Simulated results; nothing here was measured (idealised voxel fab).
Presented below is a process module, voxel trench capacitor.
cross-section cut | 140 nm wide | cells 5 nm
Each cross-section below is a grid of square cells, stated as bands in top-down order, with one or more rows of cells making up each band.
Quick guide to a band line: top height, bottom height (nm) up front; then every material left to right with its width in nm. Only one material and it's marked "all across"? Then it fills the band edge to edge. And "empty" just means empty space.
Height is counted from the level 0, under which the received wafer is composed throughout of one material. The lowest of the bands is not closed at the bottom but continues downward, in the notation "0 and below".
Per-row width for "30..40": begins at first number (top row of band), ends at second number (bottom row), increment between rows held constant.
When a step is marked "nothing was modified", none of the cells in the cross-section changed during that step.
What "Voids, fully enclosed" gives you is every empty space of 8 cells or more that is cut off from the top. Each appears as width x height at distance, with the distance taken from the left edge and width, height and distance all in nm.
What comes after the settings on a step's line is commentary from the simulator itself on that step.
overlay nm: how far to the right of its planned place the mask lay on this masked step (negative: to the left).

Intended process steps
1: RECEIVE with material Si
2: CONFORMAL_DEP with material SiN, thk nm 10
3: DIRECTIONAL_DEP with material aC, thk nm 10
4: PATTERN with tone open, mask id TRENCH, material resist, width nm 15, pitch nm 35, thk nm 25, overlay nm 0
5: DIRECTIONAL_ETCH with etch materials aC, depth nm 10
6: STRIP with etch materials resist
7: DIRECTIONAL_ETCH with etch materials SiN, depth nm 10
8: DIRECTIONAL_ETCH with etch materials Si, depth nm 25
9: STRIP with etch materials aC
10: CONFORMAL_DEP with material SiO2, thk nm 5
11: FILL_DEP with material polySi, thk nm 10
12: CMP with height nm 10

Cross-section of the wafer upon arrival, representing the state reached after step 1
* 0 and below  Si all across
* Voids, fully enclosed: none

Post-module cross-section of the first of two wafers (run per plan)
* 10 down to 0  SiN 25 nm / SiO2 5 nm / polySi 5 nm / SiO2 5 nm / SiN 20 nm / SiO2 5 nm / polySi 5 nm / SiO2 5 nm / SiN 20 nm / SiO2 5 nm / polySi 5 nm / SiO2 5 nm / SiN 30 nm
* 0 down to -20  Si 25 nm / SiO2 5 nm / polySi 5 nm / SiO2 5 nm / Si 20 nm / SiO2 5 nm / polySi 5 nm / SiO2 5 nm / Si 20 nm / SiO2 5 nm / polySi 5 nm / SiO2 5 nm / Si 30 nm
* -20 down to -25  Si 25 nm / SiO2 15 nm / Si 20 nm / SiO2 15 nm / Si 20 nm / SiO2 15 nm / Si 30 nm
* -25 and below  Si all across
* Voids, fully enclosed: none

Cross-sectional view: second of two wafers, end of module; start and plan identical to the first, one mistake in running
* 10 down to 0  SiN 30 nm / polySi 5 nm / SiN 30 nm / polySi 5 nm / SiN 30 nm / polySi 5 nm / SiN 35 nm
* 0 down to -20  Si 25 nm / SiN 5 nm / polySi 5 nm / SiN 5 nm / Si 20 nm / SiN 5 nm / polySi 5 nm / SiN 5 nm / Si 20 nm / SiN 5 nm / polySi 5 nm / SiN 5 nm / Si 30 nm
* -20 down to -25  Si 25 nm / SiN 15 nm / Si 20 nm / SiN 15 nm / Si 20 nm / SiN 15 nm / Si 30 nm
* -25 and below  Si all across
* Voids, fully enclosed: none
What was done differently from what was planned? in deviation from the planned setting, step 10 was conducted as CONFORMAL_DEP with material SiN, thk nm 5
FYI, end of process, the second wafer has more or fewer cells of some materials than the first: SiN +45, SiO2 -45
